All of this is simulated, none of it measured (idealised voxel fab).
Process module name: voxel spacer lines
This is section cut - it's 175 nm across, gridded in 5 nm square cells.
Cross-section, as written here: a square-cell grid given band by band from the top down, where a band holds one or more rows of cells. Quick guide to a band line: top height, bottom height (nm) up front; then every material left to right with its width in nm. Only one material and it's marked "everywhere"? Then it fills the band edge to edge. And "empty" just means empty space. Basically, 0 is our baseline, since under it the wafer straight out of the box is all one material. The bottom band has no lower end and keeps on going down, so it looks like "0 nm and below". Width spec "30 to 40" -> top row of cells at first value, bottom row at second value, equal per-row change in between. Key: "remained unchanged" - step with no changed cell in the cross-section. "Fully enclosed voids" means: voids of 8 cells or more that are shut off from the top with no open way through. Written width x height at distance, distance from the left edge, in nm. The remark found on a step's line after its settings is issued by the simulator itself and pertains to that step. overlay nm: for a step with a mask, the amount by which the mask lay right of where it was planned; a negative amount means left of it.

Intended process steps
1: RECEIVE,material Si
2: CONFORMAL_DEP,material Al2O3,thk nm 10
3: DIRECTIONAL_DEP,material polySi,thk nm 20
4: DIRECTIONAL_DEP,material aC,thk nm 30
5: PATTERN,tone cover,mask id MANDREL,material resist,width nm 20,pitch nm 60,thk nm 40,overlay nm 0
6: DIRECTIONAL_ETCH,etch materials aC,depth nm 30
7: STRIP,etch materials resist
8: CONFORMAL_DEP,material SiN,thk nm 10
9: DIRECTIONAL_ETCH,etch materials SiN,depth nm 10
10: STRIP,etch materials aC
11: DIRECTIONAL_ETCH,etch materials polySi,depth nm 20
12: STRIP,etch materials SiN
13: FILL_DEP,material SiO2,thk nm 5
14: CMP,height nm 30

Wafer at receipt (post step 1), cross-section
* 0 nm and below | Si everywhere
* Fully enclosed voids: none

Starting structure and process plan are as shown above, but one mistake was made in running the module; the wafer cross-section at the end of the module follows
* 30 nm to 10 nm | 35 nm SiO2, 10 nm polySi, 20 nm SiO2, 10 nm polySi, 20 nm SiO2, 10 nm polySi, 20 nm SiO2, 10 nm polySi, 40 nm SiO2
* 10 nm to 0 nm | SiO2 everywhere
* 0 nm and below | Si everywhere
* Fully enclosed voids: none
Run error: note that step 2 departed from the planned setting and was carried out as CONFORMAL_DEP,material SiO2,thk nm 10
